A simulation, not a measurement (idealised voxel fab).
process module | voxel capacitor over wiring
cross-section cut | 290 nm wide | cells 5 nm
A cross-section is a grid of square cells, given in bands from the top down. A band is one or more rows of cells.
Each band's line starts with the height of the band's top and of its bottom, in nm. Then come its materials from left to right, each with its width in nm. One material with "throughout" fills the band from edge to edge. "air" is empty space.
Height 0 is the level under which the wafer as received is all one material. The lowest band goes on downwards, as in "0 down".
A width such as "30 to 40" changes by the same amount from each row of cells to the next, from the band's top row to its bottom row.
"no change" after a step means that no cell of the cross-section changed.
closed voids: empty space of 8 cells or more with no open way to the top, each as width x height at its distance from the left edge, in nm
after a step's settings: what the simulator itself notes on the step
overlay nm, on a step with a mask: how far to the right of its planned place the mask lay; to the left if negative
plan
1 op RECEIVE | material Si
2 op CONFORMAL_DEP | material SiO2 | thk nm 10
3 op CONFORMAL_DEP | material SiCN | thk nm 5
4 op DIRECTIONAL_DEP | material SiO2 | thk nm 20
5 op MASKED_ETCH | tone open | mask id METAL_1 | width nm 20 | pitch nm 80 | etch materials SiO2 | depth nm 20 | overlay nm 0
6 op MASKED_ETCH | tone open | mask id METAL_1 | width nm 20 | pitch nm 80 | etch materials SiCN | depth nm 5 | overlay nm 0
7 op CONFORMAL_DEP | material TiN | thk nm 5
8 op FILL_DEP | material Cu | thk nm 5
9 op CMP | height nm 35
10 op EPI | material Ru | thk nm 5
11 op FILL_DEP | material SiCN | thk nm 5
12 op DIRECTIONAL_DEP | material lowk | thk nm 10
13 op MASKED_ETCH | tone open | mask id PLUG_1 | width nm 15 | etch materials lowk | depth nm 10 | overlay nm 0
14 op MASKED_ETCH | tone open | mask id PLUG_1 | width nm 15 | etch materials SiCN | depth nm 5 | overlay nm 0
15 op CONFORMAL_DEP | material TiN | thk nm 5
16 op FILL_DEP | material Ru | thk nm 5
17 op CMP | height nm 55
18 op DIRECTIONAL_DEP | material TiN | thk nm 5
19 op DIRECTIONAL_DEP | material Al2O3 | thk nm 5
20 op DIRECTIONAL_DEP | material TiN | thk nm 5
21 op MASKED_ETCH | tone cover | mask id UPPER_PLATE | width nm 65 | etch materials TiN | depth nm 5 | overlay nm 0
22 op MASKED_ETCH | tone cover | mask id UPPER_PLATE | width nm 65 | etch materials Al2O3 | depth nm 5 | overlay nm 0
23 op MASKED_ETCH | tone cover | mask id LOWER_PLATE | width nm 75 | etch materials TiN | depth nm 5 | overlay nm 0
24 op FILL_DEP | material SiO2 | thk nm 15
25 op CMP | height nm 80
26 op MASKED_ETCH | tone open | mask id PLUG_2 | width nm 15 | etch materials SiO2 | depth nm 10 | overlay nm 0
27 op CONFORMAL_DEP | material TiN | thk nm 5
28 op FILL_DEP | material Cu | thk nm 5
29 op CMP | height nm 80
30 op CONFORMAL_DEP | material SiN | thk nm 5
as received, after step 1
  0 down: Si throughout
  closed voids: none
a wafer at the end: this start, this plan, one mistake
  85 to 80: SiN throughout
  80 to 75: TiN 115 | Cu 5 | TiN 170
  75 to 65: SiO2 110 to 100 | TiN 15 to 65 | SiO2 165 to 125
  65 to 60: SiO2 100 | Al2O3 65 | SiO2 125
  60 to 55: SiO2 95 | TiN 75 | SiO2 120
  55 to 45: lowk 100 | TiN 5 | Ru 5 | TiN 5 | lowk 175
  45 to 40: SiCN 100 | TiN 15 | SiCN 175
  40 to 35: SiCN 90 | Ru 30 | SiCN 50 | Ru 30 | SiCN 90
  35 to 15: SiO2 95 | TiN 5 | Cu 10 | TiN 5 | SiO2 60 | TiN 5 | Cu 10 | TiN 5 | SiO2 95
  15 to 10: SiCN 95 | TiN 20 | SiCN 60 | TiN 20 | SiCN 95
  10 to 0: SiO2 throughout
  0 down: Si throughout
  closed voids: none
what went wrong: step 25 ran as: op CMP | height nm 75
